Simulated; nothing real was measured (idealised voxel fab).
process module | voxel ribs on slabs
cross-section cut | 235 nm wide | cells 5 nm
A cross-section is a grid of square cells, given in bands from the top down. A band is one or more rows of cells.
Each band's line starts with the height of the band's top and of its bottom, in nm. Then come its materials from left to right, each with its width in nm. One material with "throughout" fills the band from edge to edge. "air" is empty space.
Height 0 is the level under which the wafer as received is all one material. The lowest band goes on downwards, as in "0 down".
A width such as "30 to 40" changes by the same amount from each row of cells to the next, from the band's top row to its bottom row.
"no change" after a step means that no cell of the cross-section changed.
closed voids: empty space of 8 cells or more with no open way to the top, each as width x height at its distance from the left edge, in nm
after a step's settings: what the simulator itself notes on the step
overlay nm, on a step with a mask: how far to the right of its planned place the mask lay; to the left if negative
Each pair below shows a cross-section before one step and the cross-section after it, down to the lowest band that changed. The line under each pair gives the step between them, with its settings. The pairs can come from different runs of this module on the same starting wafer, so a pair continues from the pair above only where its "before" says so.
before
  0 down: Si throughout
  closed voids: none
after
  25 to 0: SiO2 throughout
  below 0: unchanged
  closed voids: none
the step between: op DIRECTIONAL_DEP | material SiO2 | thk nm 25
before: the cross-section after the pair above
after
  50 to 25: polySi throughout
  below 25: unchanged
  closed voids: none
the step between: op DIRECTIONAL_DEP | material polySi | thk nm 25
before: the cross-section after the pair above
after
  65 to 50: aC throughout
  below 50: unchanged
  closed voids: none
the step between: op DIRECTIONAL_DEP | material aC | thk nm 15
before: the cross-section after the pair above
after
  100 to 65: air 100 | resist 30 | air 105
  below 65: unchanged
  closed voids: none
the step between: op PATTERN | tone cover | mask id RIB | material resist | width nm 30 | thk nm 35 | overlay nm 0
before: the cross-section after the pair above
after
  85 to 65: air 100 | resist 30 | air 105
  65 to 50: air 100 | aC 30 | air 105
  below 50: unchanged
  closed voids: none
the step between: op DIRECTIONAL_ETCH | etch materials aC | depth nm 15
before: the cross-section after the pair above
after
  65 to 50: air 100 | aC 30 | air 105
  below 50: unchanged
  closed voids: none
the step between: op STRIP | etch materials resist
before: the cross-section after the pair above
after
  65 to 50: air 100 | aC 30 | air 105
  50 to 45: air 100 | polySi 30 | air 105
  below 45: unchanged
  closed voids: none
the step between: op DIRECTIONAL_ETCH | etch materials polySi | depth nm 5
before: the cross-section after the pair above
after
  50 to 45: air 100 | polySi 30 | air 105
  below 45: unchanged
  closed voids: none
the step between: op STRIP | etch materials aC
before: the cross-section after the pair above
after
  70 to 50: air 70 | resist 90 | air 75
  50 to 45: air 70 | resist 30 | polySi 30 | resist 30 | air 75
  below 45: unchanged
  closed voids: none
the step between: op PATTERN | tone cover | mask id SLAB | material resist | width nm 90 | thk nm 20 | overlay nm 0
before: the cross-section after the pair above
after
  70 to 50: air 70 | resist 90 | air 75
  50 to 45: air 70 | resist 30 | polySi 30 | resist 30 | air 75
  45 to 25: air 70 | polySi 90 | air 75
  below 25: unchanged
  closed voids: none
the step between: op DIRECTIONAL_ETCH | etch materials polySi | depth nm 20
before: the cross-section after the pair above
after
  50 to 45: air 100 | polySi 30 | air 105
  below 45: unchanged
  closed voids: none
the step between: op STRIP | etch materials resist
before: the cross-section after the pair above
after
  80 to 50: SiO2 throughout
  50 to 45: SiO2 100 | polySi 30 | SiO2 105
  45 to 25: SiO2 70 | polySi 90 | SiO2 75
  below 25: unchanged
  closed voids: none
the step between: op FILL_DEP | material SiO2 | thk nm 30
before: the cross-section after the pair above
after
  70 to 50: SiO2 throughout
  below 50: unchanged
  closed voids: none
the step between: op CMP | height nm 70
before: the cross-section after the pair above
after
  80 to 70: W throughout
  below 70: unchanged
  closed voids: none
the step between: op DIRECTIONAL_DEP | material W | thk nm 10
before: the cross-section after the pair above
after
  90 to 80: aC throughout
  below 80: unchanged
  closed voids: none
the step between: op DIRECTIONAL_DEP | material aC | thk nm 10
before: the cross-section after the pair above
after
  115 to 90: air 95 | resist 40 | air 100
  below 90: unchanged
  closed voids: none
the step between: op PATTERN | tone cover | mask id HEATER | material resist | width nm 40 | thk nm 25 | overlay nm 0
before: the cross-section after the pair above
after
  105 to 90: air 95 | resist 40 | air 100
  90 to 80: air 95 | aC 40 | air 100
  below 80: unchanged
  closed voids: none
the step between: op DIRECTIONAL_ETCH | etch materials aC | depth nm 10
before: the cross-section after the pair above
after
  90 to 80: air 95 | aC 40 | air 100
  below 80: unchanged
  closed voids: none
the step between: op STRIP | etch materials resist
before: the cross-section after the pair above
after
  90 to 80: air 95 | aC 40 | air 100
  80 to 70: air 95 | W 40 | air 100
  below 70: unchanged
  closed voids: none
the step between: op DIRECTIONAL_ETCH | etch materials W | depth nm 10
before: the cross-section after the pair above
after
  80 to 70: air 95 | W 40 | air 100
  below 70: unchanged
  closed voids: none
the step between: op STRIP | etch materials aC
before: the cross-section after the pair above
after
  85 to 80: air 90 | SiO2 50 | air 95
  80 to 75: air 90 | SiO2 5 | W 40 | SiO2 5 | air 95
  75 to 70: SiO2 95 | W 40 | SiO2 100
  below 70: unchanged
  closed voids: none
the step between: op CONFORMAL_DEP | material SiO2 | thk nm 5
before
  50 to 25: polySi throughout
  25 to 0: SiO2 throughout
  0 down: Si throughout
  closed voids: none
after
  75 to 25: polySi throughout
  below 25: unchanged
  closed voids: none
the step between: op DIRECTIONAL_DEP | material polySi | thk nm 25
before: the cross-section after the pair above
after
  90 to 75: aC throughout
  below 75: unchanged
  closed voids: none
the step between: op DIRECTIONAL_DEP | material aC | thk nm 15
before: the cross-section after the pair above
after
  125 to 90: air 100 | resist 30 | air 105
  below 90: unchanged
  closed voids: none
the step between: op PATTERN | tone cover | mask id RIB | material resist | width nm 30 | thk nm 35 | overlay nm 0
before: the cross-section after the pair above
after
  110 to 90: air 100 | resist 30 | air 105
  90 to 75: air 100 | aC 30 | air 105
  below 75: unchanged
  closed voids: none
the step between: op DIRECTIONAL_ETCH | etch materials aC | depth nm 15
before: the cross-section after the pair above
after
  90 to 75: air 100 | aC 30 | air 105
  below 75: unchanged
  closed voids: none
the step between: op STRIP | etch materials resist
before: the cross-section after the pair above
after
  90 to 75: air 100 | aC 30 | air 105
  75 to 70: air 100 | polySi 30 | air 105
  below 70: unchanged
  closed voids: none
the step between: op DIRECTIONAL_ETCH | etch materials polySi | depth nm 5
before: the cross-section after the pair above
after
  75 to 70: air 100 | polySi 30 | air 105
  below 70: unchanged
  closed voids: none
the step between: op STRIP | etch materials aC
before: the cross-section after the pair above
after
  95 to 75: air 70 | resist 90 | air 75
  75 to 70: air 70 | resist 30 | polySi 30 | resist 30 | air 75
  below 70: unchanged
  closed voids: none
the step between: op PATTERN | tone cover | mask id SLAB | material resist | width nm 90 | thk nm 20 | overlay nm 0
before: the cross-section after the pair above
after
  95 to 75: air 70 | resist 90 | air 75
  75 to 70: air 70 | resist 30 | polySi 30 | resist 30 | air 75
  70 to 50: air 70 | polySi 90 | air 75
  below 50: unchanged
  closed voids: none
the step between: op DIRECTIONAL_ETCH | etch materials polySi | depth nm 20
before: the cross-section after the pair above
after
  75 to 70: air 100 | polySi 30 | air 105
  below 70: unchanged
  closed voids: none
the step between: op STRIP | etch materials resist
before: the cross-section after the pair above
after
  105 to 75: SiO2 throughout
  75 to 70: SiO2 100 | polySi 30 | SiO2 105
  70 to 50: SiO2 70 | polySi 90 | SiO2 75
  below 50: unchanged
  closed voids: none
the step between: op FILL_DEP | material SiO2 | thk nm 30
before: the cross-section after the pair above
after
  70 to 50: SiO2 70 | polySi 90 | SiO2 75
  below 50: unchanged
  closed voids: none
the step between: op CMP | height nm 70
before: the cross-section after the pair above
after
  80 to 70: W throughout
  below 70: unchanged
  closed voids: none
the step between: op DIRECTIONAL_DEP | material W | thk nm 10
before: the cross-section after the pair above
after
  90 to 80: aC throughout
  below 80: unchanged
  closed voids: none
the step between: op DIRECTIONAL_DEP | material aC | thk nm 10
before: the cross-section after the pair above
after
  115 to 90: air 95 | resist 40 | air 100
  below 90: unchanged
  closed voids: none
the step between: op PATTERN | tone cover | mask id HEATER | material resist | width nm 40 | thk nm 25 | overlay nm 0
before: the cross-section after the pair above
after
  105 to 90: air 95 | resist 40 | air 100
  90 to 80: air 95 | aC 40 | air 100
  below 80: unchanged
  closed voids: none
the step between: op DIRECTIONAL_ETCH | etch materials aC | depth nm 10
before: the cross-section after the pair above
after
  90 to 80: air 95 | aC 40 | air 100
  below 80: unchanged
  closed voids: none
the step between: op STRIP | etch materials resist
before: the cross-section after the pair above
after
  90 to 80: air 95 | aC 40 | air 100
  80 to 70: air 95 | W 40 | air 100
  below 70: unchanged
  closed voids: none
the step between: op DIRECTIONAL_ETCH | etch materials W | depth nm 10
before: the cross-section after the pair above
after
  80 to 70: air 95 | W 40 | air 100
  below 70: unchanged
  closed voids: none
the step between: op STRIP | etch materials aC
before: the cross-section after the pair above
after
  85 to 80: air 90 | SiO2 50 | air 95
  80 to 75: air 90 | SiO2 5 | W 40 | SiO2 5 | air 95
  75 to 70: SiO2 95 | W 40 | SiO2 100
  below 70: unchanged
  closed voids: none
the step between: op CONFORMAL_DEP | material SiO2 | thk nm 5
before
  25 to 0: SiO2 throughout
  0 down: Si throughout
  closed voids: none
after
  40 to 25: aC throughout
  below 25: unchanged
  closed voids: none
the step between: op DIRECTIONAL_DEP | material aC | thk nm 15
before: the cross-section after the pair above
after
  65 to 40: polySi throughout
  below 40: unchanged
  closed voids: none
the step between: op DIRECTIONAL_DEP | material polySi | thk nm 25
before: the cross-section after the pair above
after
  100 to 65: air 100 | resist 30 | air 105
  below 65: unchanged
  closed voids: none
the step between: op PATTERN | tone cover | mask id RIB | material resist | width nm 30 | thk nm 35 | overlay nm 0
before: the cross-section after the pair above
after
  85 to 65: air 100 | resist 30 | air 105
  below 65: unchanged
  closed voids: none
the step between: op DIRECTIONAL_ETCH | etch materials aC | depth nm 15
before: the cross-section after the pair above
after
  65 to 40: polySi throughout
  below 40: unchanged
  closed voids: none
the step between: op STRIP | etch materials resist
before: the cross-section after the pair above
after
  60 to 40: polySi throughout
  below 40: unchanged
  closed voids: none
the step between: op DIRECTIONAL_ETCH | etch materials polySi | depth nm 5
before: the cross-section after the pair above
after
  80 to 60: air 70 | resist 90 | air 75
  below 60: unchanged
  closed voids: none
the step between: op PATTERN | tone cover | mask id SLAB | material resist | width nm 90 | thk nm 20 | overlay nm 0
before: the cross-section after the pair above
after
  80 to 60: air 70 | resist 90 | air 75
  60 to 40: air 70 | polySi 90 | air 75
  below 40: unchanged
  closed voids: none
the step between: op DIRECTIONAL_ETCH | etch materials polySi | depth nm 20
before: the cross-section after the pair above
after
  60 to 40: air 70 | polySi 90 | air 75
  below 40: unchanged
  closed voids: none
the step between: op STRIP | etch materials resist
before: the cross-section after the pair above
after
  90 to 60: SiO2 throughout
  60 to 40: SiO2 70 | polySi 90 | SiO2 75
  below 40: unchanged
  closed voids: none
the step between: op FILL_DEP | material SiO2 | thk nm 30
before: the cross-section after the pair above
after
  70 to 60: SiO2 throughout
  below 60: unchanged
  closed voids: none
the step between: op CMP | height nm 70
before: the cross-section after the pair above
after
  80 to 70: W throughout
  below 70: unchanged
  closed voids: none
the step between: op DIRECTIONAL_DEP | material W | thk nm 10
before: the cross-section after the pair above
after
  90 to 80: aC throughout
  below 80: unchanged
  closed voids: none
the step between: op DIRECTIONAL_DEP | material aC | thk nm 10
before: the cross-section after the pair above
after
  115 to 90: air 95 | resist 40 | air 100
  below 90: unchanged
  closed voids: none
the step between: op PATTERN | tone cover | mask id HEATER | material resist | width nm 40 | thk nm 25 | overlay nm 0
before: the cross-section after the pair above
after
  105 to 90: air 95 | resist 40 | air 100
  90 to 80: air 95 | aC 40 | air 100
  below 80: unchanged
  closed voids: none
the step between: op DIRECTIONAL_ETCH | etch materials aC | depth nm 10
before: the cross-section after the pair above
after
  90 to 80: air 95 | aC 40 | air 100
  below 80: unchanged
  closed voids: none
the step between: op STRIP | etch materials resist
before: the cross-section after the pair above
after
  90 to 80: air 95 | aC 40 | air 100
  80 to 70: air 95 | W 40 | air 100
  below 70: unchanged
  closed voids: none
the step between: op DIRECTIONAL_ETCH | etch materials W | depth nm 10
before: the cross-section after the pair above
after
  80 to 70: air 95 | W 40 | air 100
  below 70: unchanged
  closed voids: none
the step between: op STRIP | etch materials aC
before: the cross-section after the pair above
after
  85 to 80: air 90 | SiO2 50 | air 95
  80 to 75: air 90 | SiO2 5 | W 40 | SiO2 5 | air 95
  75 to 70: SiO2 95 | W 40 | SiO2 100
  below 70: unchanged
  closed voids: none
the step between: op CONFORMAL_DEP | material SiO2 | thk nm 5
before
  25 to 0: SiO2 throughout
  0 down: Si throughout
  closed voids: none
after
  60 to 25: polySi throughout
  below 25: unchanged
  closed voids: none
the step between: op DIRECTIONAL_DEP | material polySi | thk nm 35
before: the cross-section after the pair above
after
  75 to 60: aC throughout
  below 60: unchanged
  closed voids: none
the step between: op DIRECTIONAL_DEP | material aC | thk nm 15
before: the cross-section after the pair above
after
  110 to 75: air 100 | resist 30 | air 105
  below 75: unchanged
  closed voids: none
the step between: op PATTERN | tone cover | mask id RIB | material resist | width nm 30 | thk nm 35 | overlay nm 0
before: the cross-section after the pair above
after
  95 to 75: air 100 | resist 30 | air 105
  75 to 60: air 100 | aC 30 | air 105
  below 60: unchanged
  closed voids: none
the step between: op DIRECTIONAL_ETCH | etch materials aC | depth nm 15
before: the cross-section after the pair above
after
  75 to 60: air 100 | aC 30 | air 105
  below 60: unchanged
  closed voids: none
the step between: op STRIP | etch materials resist
before: the cross-section after the pair above
after
  75 to 60: air 100 | aC 30 | air 105
  60 to 55: air 100 | polySi 30 | air 105
  below 55: unchanged
  closed voids: none
the step between: op DIRECTIONAL_ETCH | etch materials polySi | depth nm 5
before: the cross-section after the pair above
after
  60 to 55: air 100 | polySi 30 | air 105
  below 55: unchanged
  closed voids: none
the step between: op STRIP | etch materials aC
before: the cross-section after the pair above
after
  80 to 60: air 70 | resist 90 | air 75
  60 to 55: air 70 | resist 30 | polySi 30 | resist 30 | air 75
  below 55: unchanged
  closed voids: none
the step between: op PATTERN | tone cover | mask id SLAB | material resist | width nm 90 | thk nm 20 | overlay nm 0
before: the cross-section after the pair above
after
  80 to 60: air 70 | resist 90 | air 75
  60 to 55: air 70 | resist 30 | polySi 30 | resist 30 | air 75
  55 to 35: air 70 | polySi 90 | air 75
  below 35: unchanged
  closed voids: none
the step between: op DIRECTIONAL_ETCH | etch materials polySi | depth nm 20
before: the cross-section after the pair above
after
  60 to 55: air 100 | polySi 30 | air 105
  below 55: unchanged
  closed voids: none
the step between: op STRIP | etch materials resist
before: the cross-section after the pair above
after
  90 to 60: SiO2 throughout
  60 to 55: SiO2 100 | polySi 30 | SiO2 105
  55 to 35: SiO2 70 | polySi 90 | SiO2 75
  below 35: unchanged
  closed voids: none
the step between: op FILL_DEP | material SiO2 | thk nm 30
before: the cross-section after the pair above
after
  70 to 60: SiO2 throughout
  below 60: unchanged
  closed voids: none
the step between: op CMP | height nm 70
before: the cross-section after the pair above
after
  80 to 70: W throughout
  below 70: unchanged
  closed voids: none
the step between: op DIRECTIONAL_DEP | material W | thk nm 10
before: the cross-section after the pair above
after
  90 to 80: aC throughout
  below 80: unchanged
  closed voids: none
the step between: op DIRECTIONAL_DEP | material aC | thk nm 10
before: the cross-section after the pair above
after
  115 to 90: air 95 | resist 40 | air 100
  below 90: unchanged
  closed voids: none
the step between: op PATTERN | tone cover | mask id HEATER | material resist | width nm 40 | thk nm 25 | overlay nm 0
before: the cross-section after the pair above
after
  105 to 90: air 95 | resist 40 | air 100
  90 to 80: air 95 | aC 40 | air 100
  below 80: unchanged
  closed voids: none
the step between: op DIRECTIONAL_ETCH | etch materials aC | depth nm 10
before: the cross-section after the pair above
after
  90 to 80: air 95 | aC 40 | air 100
  below 80: unchanged
  closed voids: none
the step between: op STRIP | etch materials resist
before: the cross-section after the pair above
after
  90 to 80: air 95 | aC 40 | air 100
  80 to 70: air 95 | W 40 | air 100
  below 70: unchanged
  closed voids: none
the step between: op DIRECTIONAL_ETCH | etch materials W | depth nm 10
before: the cross-section after the pair above
after
  80 to 70: air 95 | W 40 | air 100
  below 70: unchanged
  closed voids: none
the step between: op STRIP | etch materials aC
before: the cross-section after the pair above
after
  85 to 80: air 90 | SiO2 50 | air 95
  80 to 75: air 90 | SiO2 5 | W 40 | SiO2 5 | air 95
  75 to 70: SiO2 95 | W 40 | SiO2 100
  below 70: unchanged
  closed voids: none
the step between: op CONFORMAL_DEP | material SiO2 | thk nm 5
before
  50 to 45: air 100 | polySi 30 | air 105
  45 to 25: polySi throughout
  25 to 0: SiO2 throughout
  0 down: Si throughout
  closed voids: none
after
  70 to 50: air 70 | resist 95 | air 70
  50 to 45: air 70 | resist 30 | polySi 30 | resist 35 | air 70
  below 45: unchanged
  closed voids: none
the step between: op PATTERN | tone cover | mask id SLAB | material resist | width nm 95 | thk nm 20 | overlay nm 0
before: the cross-section after the pair above
after
  70 to 50: air 70 | resist 95 | air 70
  50 to 45: air 70 | resist 30 | polySi 30 | resist 35 | air 70
  45 to 25: air 70 | polySi 95 | air 70
  below 25: unchanged
  closed voids: none
the step between: op DIRECTIONAL_ETCH | etch materials polySi | depth nm 20
before: the cross-section after the pair above
after
  50 to 45: air 100 | polySi 30 | air 105
  below 45: unchanged
  closed voids: none
the step between: op STRIP | etch materials resist
before: the cross-section after the pair above
after
  80 to 50: SiO2 throughout
  50 to 45: SiO2 100 | polySi 30 | SiO2 105
  45 to 25: SiO2 70 | polySi 95 | SiO2 70
  below 25: unchanged
  closed voids: none
the step between: op FILL_DEP | material SiO2 | thk nm 30
before: the cross-section after the pair above
after
  70 to 50: SiO2 throughout
  below 50: unchanged
  closed voids: none
the step between: op CMP | height nm 70
before: the cross-section after the pair above
after
  80 to 70: W throughout
  below 70: unchanged
  closed voids: none
the step between: op DIRECTIONAL_DEP | material W | thk nm 10
before: the cross-section after the pair above
after
  90 to 80: aC throughout
  below 80: unchanged
  closed voids: none
the step between: op DIRECTIONAL_DEP | material aC | thk nm 10
before: the cross-section after the pair above
after
  115 to 90: air 95 | resist 40 | air 100
  below 90: unchanged
  closed voids: none
the step between: op PATTERN | tone cover | mask id HEATER | material resist | width nm 40 | thk nm 25 | overlay nm 0
before: the cross-section after the pair above
after
  105 to 90: air 95 | resist 40 | air 100
  90 to 80: air 95 | aC 40 | air 100
  below 80: unchanged
  closed voids: none
the step between: op DIRECTIONAL_ETCH | etch materials aC | depth nm 10
before: the cross-section after the pair above
after
  90 to 80: air 95 | aC 40 | air 100
  below 80: unchanged
  closed voids: none
the step between: op STRIP | etch materials resist
before: the cross-section after the pair above
after
  90 to 80: air 95 | aC 40 | air 100
  80 to 70: air 95 | W 40 | air 100
  below 70: unchanged
  closed voids: none
the step between: op DIRECTIONAL_ETCH | etch materials W | depth nm 10
before: the cross-section after the pair above
after
  80 to 70: air 95 | W 40 | air 100
  below 70: unchanged
  closed voids: none
the step between: op STRIP | etch materials aC
before: the cross-section after the pair above
after
  85 to 80: air 90 | SiO2 50 | air 95
  80 to 75: air 90 | SiO2 5 | W 40 | SiO2 5 | air 95
  75 to 70: SiO2 95 | W 40 | SiO2 100
  below 70: unchanged
  closed voids: none
the step between: op CONFORMAL_DEP | material SiO2 | thk nm 5
before
  50 to 45: air 100 | polySi 30 | air 105
  45 to 25: polySi throughout
  25 to 0: SiO2 throughout
  0 down: Si throughout
  closed voids: none
after
  70 to 50: air 60 | resist 90 | air 85
  50 to 45: air 60 | resist 40 | polySi 30 | resist 20 | air 85
  below 45: unchanged
  closed voids: none
the step between: op PATTERN | tone cover | mask id SLAB | material resist | width nm 90 | thk nm 20 | overlay nm -10
before: the cross-section after the pair above
after
  70 to 50: air 60 | resist 90 | air 85
  50 to 45: air 60 | resist 40 | polySi 30 | resist 20 | air 85
  45 to 25: air 60 | polySi 90 | air 85
  below 25: unchanged
  closed voids: none
the step between: op DIRECTIONAL_ETCH | etch materials polySi | depth nm 20
before: the cross-section after the pair above
after
  50 to 45: air 100 | polySi 30 | air 105
  below 45: unchanged
  closed voids: none
the step between: op STRIP | etch materials resist
before: the cross-section after the pair above
after
  80 to 50: SiO2 throughout
  50 to 45: SiO2 100 | polySi 30 | SiO2 105
  45 to 25: SiO2 60 | polySi 90 | SiO2 85
  below 25: unchanged
  closed voids: none
the step between: op FILL_DEP | material SiO2 | thk nm 30
before: the cross-section after the pair above
after
  70 to 50: SiO2 throughout
  below 50: unchanged
  closed voids: none
the step between: op CMP | height nm 70
before: the cross-section after the pair above
after
  80 to 70: W throughout
  below 70: unchanged
  closed voids: none
the step between: op DIRECTIONAL_DEP | material W | thk nm 10
before: the cross-section after the pair above
after
  90 to 80: aC throughout
  below 80: unchanged
  closed voids: none
the step between: op DIRECTIONAL_DEP | material aC | thk nm 10
before: the cross-section after the pair above
after
  115 to 90: air 95 | resist 40 | air 100
  below 90: unchanged
  closed voids: none
the step between: op PATTERN | tone cover | mask id HEATER | material resist | width nm 40 | thk nm 25 | overlay nm 0
before: the cross-section after the pair above
after
  105 to 90: air 95 | resist 40 | air 100
  90 to 80: air 95 | aC 40 | air 100
  below 80: unchanged
  closed voids: none
the step between: op DIRECTIONAL_ETCH | etch materials aC | depth nm 10
before: the cross-section after the pair above
after
  90 to 80: air 95 | aC 40 | air 100
  below 80: unchanged
  closed voids: none
the step between: op STRIP | etch materials resist
before: the cross-section after the pair above
after
  90 to 80: air 95 | aC 40 | air 100
  80 to 70: air 95 | W 40 | air 100
  below 70: unchanged
  closed voids: none
the step between: op DIRECTIONAL_ETCH | etch materials W | depth nm 10
before: the cross-section after the pair above
after
  80 to 70: air 95 | W 40 | air 100
  below 70: unchanged
  closed voids: none
the step between: op STRIP | etch materials aC
before: the cross-section after the pair above
after
  85 to 80: air 90 | SiO2 50 | air 95
  80 to 75: air 90 | SiO2 5 | W 40 | SiO2 5 | air 95
  75 to 70: SiO2 95 | W 40 | SiO2 100
  below 70: unchanged
  closed voids: none
the step between: op CONFORMAL_DEP | material SiO2 | thk nm 5
before
  0 down: Si throughout
  closed voids: none
after
  25 to 0: aC throughout
  below 0: unchanged
  closed voids: none
the step between: op DIRECTIONAL_DEP | material aC | thk nm 25
before: the cross-section after the pair above
after
  50 to 25: polySi throughout
  below 25: unchanged
  closed voids: none
the step between: op DIRECTIONAL_DEP | material polySi | thk nm 25
before: the cross-section after the pair above
after
  65 to 50: aC throughout
  below 50: unchanged
  closed voids: none
the step between: op DIRECTIONAL_DEP | material aC | thk nm 15
before: the cross-section after the pair above
after
  100 to 65: air 100 | resist 30 | air 105
  below 65: unchanged
  closed voids: none
the step between: op PATTERN | tone cover | mask id RIB | material resist | width nm 30 | thk nm 35 | overlay nm 0
before: the cross-section after the pair above
after
  85 to 65: air 100 | resist 30 | air 105
  65 to 50: air 100 | aC 30 | air 105
  below 50: unchanged
  closed voids: none
the step between: op DIRECTIONAL_ETCH | etch materials aC | depth nm 15
before: the cross-section after the pair above
after
  65 to 50: air 100 | aC 30 | air 105
  below 50: unchanged
  closed voids: none
the step between: op STRIP | etch materials resist
before: the cross-section after the pair above
after
  65 to 50: air 100 | aC 30 | air 105
  50 to 45: air 100 | polySi 30 | air 105
  below 45: unchanged
  closed voids: none
the step between: op DIRECTIONAL_ETCH | etch materials polySi | depth nm 5
before: the cross-section after the pair above
after
  50 to 45: air 100 | polySi 30 | air 105
  below 45: unchanged
  closed voids: none
the step between: op STRIP | etch materials aC
before: the cross-section after the pair above
after
  70 to 50: air 70 | resist 90 | air 75
  50 to 45: air 70 | resist 30 | polySi 30 | resist 30 | air 75
  below 45: unchanged
  closed voids: none
the step between: op PATTERN | tone cover | mask id SLAB | material resist | width nm 90 | thk nm 20 | overlay nm 0
before: the cross-section after the pair above
after
  70 to 50: air 70 | resist 90 | air 75
  50 to 45: air 70 | resist 30 | polySi 30 | resist 30 | air 75
  45 to 25: air 70 | polySi 90 | air 75
  below 25: unchanged
  closed voids: none
the step between: op DIRECTIONAL_ETCH | etch materials polySi | depth nm 20
before: the cross-section after the pair above
after
  50 to 45: air 100 | polySi 30 | air 105
  below 45: unchanged
  closed voids: none
the step between: op STRIP | etch materials resist
before: the cross-section after the pair above
after
  80 to 50: SiO2 throughout
  50 to 45: SiO2 100 | polySi 30 | SiO2 105
  45 to 25: SiO2 70 | polySi 90 | SiO2 75
  below 25: unchanged
  closed voids: none
the step between: op FILL_DEP | material SiO2 | thk nm 30
before: the cross-section after the pair above
after
  70 to 50: SiO2 throughout
  below 50: unchanged
  closed voids: none
the step between: op CMP | height nm 70
before: the cross-section after the pair above
after
  80 to 70: W throughout
  below 70: unchanged
  closed voids: none
the step between: op DIRECTIONAL_DEP | material W | thk nm 10
before: the cross-section after the pair above
after
  90 to 80: aC throughout
  below 80: unchanged
  closed voids: none
the step between: op DIRECTIONAL_DEP | material aC | thk nm 10
before: the cross-section after the pair above
after
  115 to 90: air 95 | resist 40 | air 100
  below 90: unchanged
  closed voids: none
the step between: op PATTERN | tone cover | mask id HEATER | material resist | width nm 40 | thk nm 25 | overlay nm 0
before: the cross-section after the pair above
after
  105 to 90: air 95 | resist 40 | air 100
  90 to 80: air 95 | aC 40 | air 100
  below 80: unchanged
  closed voids: none
the step between: op DIRECTIONAL_ETCH | etch materials aC | depth nm 10
before: the cross-section after the pair above
after
  90 to 80: air 95 | aC 40 | air 100
  below 80: unchanged
  closed voids: none
the step between: op STRIP | etch materials resist
before: the cross-section after the pair above
after
  90 to 80: air 95 | aC 40 | air 100
  80 to 70: air 95 | W 40 | air 100
  below 70: unchanged
  closed voids: none
the step between: op DIRECTIONAL_ETCH | etch materials W | depth nm 10
before: the cross-section after the pair above
after
  80 to 70: air 95 | W 40 | air 100
  below 70: unchanged
  closed voids: none
the step between: op STRIP | etch materials aC
before: the cross-section after the pair above
after
  85 to 80: air 90 | SiO2 50 | air 95
  80 to 75: air 90 | SiO2 5 | W 40 | SiO2 5 | air 95
  75 to 70: SiO2 95 | W 40 | SiO2 100
  below 70: unchanged
  closed voids: none
the step between: op CONFORMAL_DEP | material SiO2 | thk nm 5
before
  50 to 45: air 100 | polySi 30 | air 105
  45 to 25: polySi throughout
  25 to 0: SiO2 throughout
  0 down: Si throughout
  closed voids: none
after
  70 to 50: resist 70 | air 90 | resist 75
  50 to 45: resist 70 | air 30 | polySi 30 | air 30 | resist 75
  below 45: unchanged
  closed voids: none
the step between: op PATTERN | tone open | mask id SLAB | material resist | width nm 90 | thk nm 20 | overlay nm 0
before: the cross-section after the pair above
after
  70 to 45: resist 70 | air 90 | resist 75
  45 to 30: polySi 70 | air 90 | polySi 75
  30 to 25: polySi 70 | air 30 | polySi 30 | air 30 | polySi 75
  below 25: unchanged
  closed voids: none
the step between: op DIRECTIONAL_ETCH | etch materials polySi | depth nm 20
before: the cross-section after the pair above
after
  45 to 30: polySi 70 | air 90 | polySi 75
  below 30: unchanged
  closed voids: none
the step between: op STRIP | etch materials resist
before: the cross-section after the pair above
after
  75 to 45: SiO2 throughout
  45 to 30: polySi 70 | SiO2 90 | polySi 75
  30 to 25: polySi 70 | SiO2 30 | polySi 30 | SiO2 30 | polySi 75
  below 25: unchanged
  closed voids: none
the step between: op FILL_DEP | material SiO2 | thk nm 30
before: the cross-section after the pair above
after
  70 to 45: SiO2 throughout
  below 45: unchanged
  closed voids: none
the step between: op CMP | height nm 70
before: the cross-section after the pair above
after
  80 to 70: W throughout
  below 70: unchanged
  closed voids: none
the step between: op DIRECTIONAL_DEP | material W | thk nm 10
before: the cross-section after the pair above
after
  90 to 80: aC throughout
  below 80: unchanged
  closed voids: none
the step between: op DIRECTIONAL_DEP | material aC | thk nm 10
before: the cross-section after the pair above
after
  115 to 90: air 95 | resist 40 | air 100
  below 90: unchanged
  closed voids: none
the step between: op PATTERN | tone cover | mask id HEATER | material resist | width nm 40 | thk nm 25 | overlay nm 0
before: the cross-section after the pair above
after
  105 to 90: air 95 | resist 40 | air 100
  90 to 80: air 95 | aC 40 | air 100
  below 80: unchanged
  closed voids: none
the step between: op DIRECTIONAL_ETCH | etch materials aC | depth nm 10
before: the cross-section after the pair above
after
  90 to 80: air 95 | aC 40 | air 100
  below 80: unchanged
  closed voids: none
the step between: op STRIP | etch materials resist
before: the cross-section after the pair above
after
  90 to 80: air 95 | aC 40 | air 100
  80 to 70: air 95 | W 40 | air 100
  below 70: unchanged
  closed voids: none
the step between: op DIRECTIONAL_ETCH | etch materials W | depth nm 10
before: the cross-section after the pair above
after
  80 to 70: air 95 | W 40 | air 100
  below 70: unchanged
  closed voids: none
the step between: op STRIP | etch materials aC
before: the cross-section after the pair above
after
  85 to 80: air 90 | SiO2 50 | air 95
  80 to 75: air 90 | SiO2 5 | W 40 | SiO2 5 | air 95
  75 to 70: SiO2 95 | W 40 | SiO2 100
  below 70: unchanged
  closed voids: none
the step between: op CONFORMAL_DEP | material SiO2 | thk nm 5
